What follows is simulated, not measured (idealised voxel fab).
Process module heading - voxel ribs on slabs
Section cut is 205 nm wide and gridded with 5 nm square cells.
Throughout this document, each cross-section is represented as a grid of square cells and is presented as a sequence of bands enumerated from the top downward, where a band comprises one or more rows of cells.
Read a band's entry like this: the first values are the height of its top and the height of its bottom in nm, and what follows is the sequence of materials from left to right, each with its width in nm. Note that "air" is empty space, and that a single material marked "full width" reaches across the band from edge to edge.
We count height from 0. Below that, the starting wafer is all one material. The lowest band never ends at the bottom but goes on down; see "top 0, no bottom" for how that is written.
The two numbers in a width such as "30..40" mark its ends across the band: the first belongs to the top row of cells, the second to the bottom row, and from each row to the next the width moves by the same amount.
Reading "left unchanged" for a step: not a cell of the cross-section changed in it.
"Closed-off voids": empty spaces of 8 cells or more with no open way to the top, each given as width x height at distance, distance from the left edge, all in nm.
Step line, after settings: the simulator's comment on this step.
"overlay nm" denotes, for a step that has a mask, the displacement of the mask to the right of its planned place, with negative values corresponding to the left.
LIST OF PLANNED PROCESS STEPS
step 1: RECEIVE with material Si
step 2: DIRECTIONAL_DEP with material SiO2, thk nm 25
step 3: DIRECTIONAL_DEP with material SiN, thk nm 15
step 4: DIRECTIONAL_DEP with material aC, thk nm 10
step 5: PATTERN with tone cover, mask id RIB, material resist, width nm 20, thk nm 25, overlay nm 0
step 6: DIRECTIONAL_ETCH with etch materials aC, depth nm 10
step 7: STRIP with etch materials resist
step 8: DIRECTIONAL_ETCH with etch materials SiN, depth nm 5
step 9: STRIP with etch materials aC
step 10: MASKED_ETCH with tone cover, mask id SLAB, width nm 60, etch materials SiN, depth nm 10, overlay nm 0
step 11: FILL_DEP with material SiO2, thk nm 15
step 12: CMP with height nm 50
step 13: DIRECTIONAL_DEP with material W, thk nm 10
step 14: PATTERN with tone cover, mask id HEATER, material resist, width nm 30, thk nm 15, overlay nm 0
step 15: DIRECTIONAL_ETCH with etch materials W, depth nm 10
step 16: STRIP with etch materials resist
step 17: CONFORMAL_DEP with material SiN, thk nm 5
CROSS-SECTION OF THE WAFER UPON ARRIVAL, REPRESENTING THE STATE REACHED AFTER STEP 1
    top 0, no bottom = Si full width
    Closed-off voids: none
WAFER CROSS-SECTION AT MODULE END: FIRST OF TWO, RUN TO PLAN
    top 65, bottom 60 = air 80 nm, then SiN 40 nm, then air 85 nm
    top 60, bottom 55 = air 80 nm, then SiN 5 nm, then W 30 nm, then SiN 5 nm, then air 85 nm
    top 55, bottom 50 = SiN 85 nm, then W 30 nm, then SiN 90 nm
    top 50, bottom 40 = SiO2 full width
    top 40, bottom 35 = SiO2 90 nm, then SiN 20 nm, then SiO2 95 nm
    top 35, bottom 25 = SiO2 70 nm, then SiN 60 nm, then SiO2 75 nm
    top 25, bottom 0 = SiO2 full width
    top 0, no bottom = Si full width
    Closed-off voids: none
SAME START, SAME PLAN AS THE FIRST WAFER - BUT ONE MISTAKE IN THE RUN. CROSS-SECTION OF THE SECOND OF THE TWO AT THE END OF THE MODULE
    top 65, bottom 60 = air 80 nm, then SiN 40 nm, then air 85 nm
    top 60, bottom 55 = air 80 nm, then SiN 5 nm, then W 30 nm, then SiN 5 nm, then air 85 nm
    top 55, bottom 50 = SiN 85 nm, then W 30 nm, then SiN 90 nm
    top 50, bottom 45 = SiO2 full width
    top 45, bottom 35 = SiO2 70 nm, then SiN 60 nm, then SiO2 75 nm
    top 35, bottom 25 = aC full width
    top 25, bottom 0 = SiO2 full width
    top 0, no bottom = Si full width
    Closed-off voids: none
Want to know what went wrong? swap of plan steps 3 and 4 during execution
Looking at both finished wafers in cells, the second ends up ahead of or behind the first on some materials: SiN -4, SiO2 -78, aC +82
